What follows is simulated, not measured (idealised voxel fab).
process module | voxel self aligned contacts
cross-section cut | 280 nm wide | cells 5 nm
A cross-section is a grid of square cells, given in bands from the top down. A band is one or more rows of cells.
Each band's line starts with the height of the band's top and of its bottom, in nm. Then come its materials from left to right, each with its width in nm. One material with "throughout" fills the band from edge to edge. "air" is empty space.
Height 0 is the level under which the wafer as received is all one material. The lowest band goes on downwards, as in "0 down".
A width such as "30 to 40" changes by the same amount from each row of cells to the next, from the band's top row to its bottom row.
"no change" after a step means that no cell of the cross-section changed.
closed voids: empty space of 8 cells or more with no open way to the top, each as width x height at its distance from the left edge, in nm
after a step's settings: what the simulator itself notes on the step
overlay nm, on a step with a mask: how far to the right of its planned place the mask lay; to the left if negative
plan
1 op RECEIVE | material Si
2 op OXIDIZE | depth nm 5
3 op DIRECTIONAL_DEP | material polySi | thk nm 20
4 op DIRECTIONAL_DEP | material SiN | thk nm 25
5 op DIRECTIONAL_DEP | material aC | thk nm 10
6 op PATTERN | tone cover | mask id GATE | material resist | width nm 30 | pitch nm 75 | thk nm 25 | overlay nm 0
7 op DIRECTIONAL_ETCH | etch materials aC | depth nm 10
8 op STRIP | etch materials resist
9 op DIRECTIONAL_ETCH | etch materials SiN | depth nm 25
10 op DIRECTIONAL_ETCH | etch materials polySi | depth nm 20
11 op STRIP | etch materials aC
12 op CONFORMAL_DEP | material SiN | thk nm 10
13 op DIRECTIONAL_ETCH | etch materials SiN | depth nm 10
14 op FILL_DEP | material SiO2 | thk nm 15
15 op CMP | height nm 55
16 op PATTERN | tone open | mask id CONTACT | material resist | width nm 55 | thk nm 15 | overlay nm 0
17 op DIRECTIONAL_ETCH | etch materials SiO2 | depth nm 60
18 op STRIP | etch materials resist
19 op CONFORMAL_DEP | material TiN | thk nm 5
20 op FILL_DEP | material W | thk nm 10
21 op CMP | height nm 55
22 op CONFORMAL_DEP | material SiCN | thk nm 5
first wafer, as planned
as received, after step 1
  0 down: Si throughout
  closed voids: none
after step 2
  0 to -5: SiO2 throughout
  below -5: unchanged
after step 3
  20 to 0: polySi throughout
  below 0: unchanged
after step 4
  45 to 20: SiN throughout
  below 20: unchanged
after step 5
  55 to 45: aC throughout
  below 45: unchanged
after step 6
  80 to 55: air 85 | resist 30 | air 45 | resist 30 | air 90
  below 55: unchanged
after step 7
  70 to 55: air 85 | resist 30 | air 45 | resist 30 | air 90
  55 to 45: air 85 | aC 30 | air 45 | aC 30 | air 90
  below 45: unchanged
after step 8
  55 to 45: air 85 | aC 30 | air 45 | aC 30 | air 90
  below 45: unchanged
after step 9
  55 to 45: air 85 | aC 30 | air 45 | aC 30 | air 90
  45 to 20: air 85 | SiN 30 | air 45 | SiN 30 | air 90
  below 20: unchanged
after step 10
  55 to 45: air 85 | aC 30 | air 45 | aC 30 | air 90
  45 to 20: air 85 | SiN 30 | air 45 | SiN 30 | air 90
  20 to 0: air 85 | polySi 30 | air 45 | polySi 30 | air 90
  below 0: unchanged
after step 11
  45 to 20: air 85 | SiN 30 | air 45 | SiN 30 | air 90
  below 20: unchanged
after step 12
  55 to 20: air 75 | SiN 50 | air 25 | SiN 50 | air 80
  20 to 10: air 75 | SiN 10 | polySi 30 | SiN 10 | air 25 | SiN 10 | polySi 30 | SiN 10 | air 80
  10 to 0: SiN 85 | polySi 30 | SiN 45 | polySi 30 | SiN 90
  below 0: unchanged
after step 13
  45 to 20: air 75 | SiN 50 | air 25 | SiN 50 | air 80
  20 to 0: air 75 | SiN 10 | polySi 30 | SiN 10 | air 25 | SiN 10 | polySi 30 | SiN 10 | air 80
  below 0: unchanged
after step 14
  60 to 45: SiO2 throughout
  45 to 20: SiO2 75 | SiN 50 | SiO2 25 | SiN 50 | SiO2 80
  20 to 0: SiO2 75 | SiN 10 | polySi 30 | SiN 10 | SiO2 25 | SiN 10 | polySi 30 | SiN 10 | SiO2 80
  below 0: unchanged
after step 15
  55 to 45: SiO2 throughout
  below 45: unchanged
after step 16
  70 to 55: resist 110 | air 55 | resist 115
  below 55: unchanged
after step 17
  70 to 55: resist 110 | air 55 | resist 115
  55 to 45: SiO2 110 | air 55 | SiO2 115
  45 to 20: SiO2 75 | SiN 50 | air 25 | SiN 50 | SiO2 80
  20 to 0: SiO2 75 | SiN 10 | polySi 30 | SiN 10 | air 25 | SiN 10 | polySi 30 | SiN 10 | SiO2 80
  0 to -5: SiO2 125 | air 25 | SiO2 130
  below -5: unchanged
after step 18
  55 to 45: SiO2 110 | air 55 | SiO2 115
  below 45: unchanged
after step 19
  60 to 55: TiN 115 | air 45 | TiN 120
  55 to 45: SiO2 110 | TiN 5 to 20 | air 45 to 15 | TiN 5 to 20 | SiO2 115
  45 to 20: SiO2 75 | SiN 50 | TiN 5 | air 15 | TiN 5 | SiN 50 | SiO2 80
  20 to 0: SiO2 75 | SiN 10 | polySi 30 | SiN 10 | TiN 5 | air 15 | TiN 5 | SiN 10 | polySi 30 | SiN 10 | SiO2 80
  0 to -5: SiO2 125 | TiN 25 | SiO2 130
  below -5: unchanged
after step 20
  70 to 60: W throughout
  60 to 55: TiN 115 | W 45 | TiN 120
  55 to 45: SiO2 110 | TiN 5 to 20 | W 45 to 15 | TiN 5 to 20 | SiO2 115
  45 to 20: SiO2 75 | SiN 50 | TiN 5 | W 15 | TiN 5 | SiN 50 | SiO2 80
  20 to 0: SiO2 75 | SiN 10 | polySi 30 | SiN 10 | TiN 5 | W 15 | TiN 5 | SiN 10 | polySi 30 | SiN 10 | SiO2 80
  below 0: unchanged
after step 21
  55 to 45: SiO2 110 | TiN 5 to 20 | W 45 to 15 | TiN 5 to 20 | SiO2 115
  below 45: unchanged
after step 22
  60 to 55: SiCN throughout
  below 55: unchanged
second wafer: like start, like plan, one mistake. Through step 15 it matches the first wafer
when step 16 should have ended
  70 to 55: resist 105 | air 65 | resist 110
  below 55: unchanged
when step 17 should have ended
  70 to 55: resist 105 | air 65 | resist 110
  55 to 45: SiO2 105 | air 65 | SiO2 110
  45 to 20: SiO2 75 | SiN 50 | air 25 | SiN 50 | SiO2 80
  20 to 0: SiO2 75 | SiN 10 | polySi 30 | SiN 10 | air 25 | SiN 10 | polySi 30 | SiN 10 | SiO2 80
  0 to -5: SiO2 125 | air 25 | SiO2 130
  below -5: unchanged
when step 18 should have ended
  55 to 45: SiO2 105 | air 65 | SiO2 110
  below 45: unchanged
when step 19 should have ended
  60 to 55: TiN 110 | air 55 | TiN 115
  55 to 45: SiO2 105 | TiN 5 to 25 | air 55 to 15 | TiN 5 to 25 | SiO2 110
  45 to 20: SiO2 75 | SiN 50 | TiN 5 | air 15 | TiN 5 | SiN 50 | SiO2 80
  20 to 0: SiO2 75 | SiN 10 | polySi 30 | SiN 10 | TiN 5 | air 15 | TiN 5 | SiN 10 | polySi 30 | SiN 10 | SiO2 80
  0 to -5: SiO2 125 | TiN 25 | SiO2 130
  below -5: unchanged
when step 20 should have ended
  70 to 60: W throughout
  60 to 55: TiN 110 | W 55 | TiN 115
  55 to 45: SiO2 105 | TiN 5 to 25 | W 55 to 15 | TiN 5 to 25 | SiO2 110
  45 to 20: SiO2 75 | SiN 50 | TiN 5 | W 15 | TiN 5 | SiN 50 | SiO2 80
  20 to 0: SiO2 75 | SiN 10 | polySi 30 | SiN 10 | TiN 5 | W 15 | TiN 5 | SiN 10 | polySi 30 | SiN 10 | SiO2 80
  below 0: unchanged
when step 21 should have ended
  55 to 45: SiO2 105 | TiN 5 to 25 | W 55 to 15 | TiN 5 to 25 | SiO2 110
  below 45: unchanged
when step 22 should have ended
  60 to 55: SiCN throughout
  below 55: unchanged
what went wrong: step 16 ran as: op PATTERN | tone open | mask id CONTACT | material resist | width nm 65 | thk nm 15 | overlay nm 0
at the end the second wafer has, in cells: 4 fewer of SiO2 | 2 more of TiN | 2 more of W
